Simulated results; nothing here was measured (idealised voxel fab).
Documented hereafter: the process module known as voxel plated lines.
FYI the section here is cut, 270 nm wide, cells are 5 nm squares.
Heads up, the way a cross-section reads in here is a grid of square cells, handed over as bands from the top down, with every band being one or more rows of cells. Band: top and bottom heights (nm) first, top before bottom; then materials from left to right, widths in nm. "everywhere" marks a sole material filling the band edge to edge. "blank" denotes empty space. Heights from 0 (as-received wafer is one material below). Bottom band endless downward, as "z 0 and below". When a width is written as two numbers, as in "30 to 40", the first number is the width in the top row of cells of the band and the second is the width in its bottom row, and the width changes by the same amount from each row to the next. You'll sometimes find "identical to before" written for a step, and that's the way of saying that nowhere in the cross-section did a cell change during that step. Empty spaces counting at least 8 cells and having no open way to the top are listed in "Non-vented voids". The notation width x height at distance is used for each, the distance being from the left edge and all three values in nm. Anything after a step's settings on that line? It's the simulator's own note about the step. The optional step-line setting "overlay nm" applies to steps with a mask and quantifies how far to the right of its planned location the mask lay, a negative value indicating leftward placement.
plan:
1 RECEIVE | material Si
2 CONFORMAL_DEP | material Al2O3 | thk nm 15
3 DIRECTIONAL_DEP | material TiN | thk nm 5
4 PATTERN | tone open | mask id LINES | material resist | width nm 15 | pitch nm 35 | thk nm 30 | overlay nm 0
5 EPI | material Ru | thk nm 10
6 EPI | material Ru | thk nm 5
7 STRIP | etch materials resist
8 DIRECTIONAL_ETCH | etch materials TiN | depth nm 5
9 CONFORMAL_DEP | material SiO2 | thk nm 5
This is the cross-section of the wafer as we received it, i.e. after step 1:
* z 0 and below = Si everywhere
* Non-vented voids: none
Module complete, cross-section. Starting point and plan per above. One mistake made in running the module:
* z 40 to 35 = SiO2 everywhere
* z 35 to 20 = Ru everywhere
* z 20 to 15 = TiN everywhere
* z 15 to 0 = Al2O3 everywhere
* z 0 and below = Si everywhere
* Non-vented voids: none
Against the plan, the run slipped here: the run left out plan step 4 entirely, so it was never executed
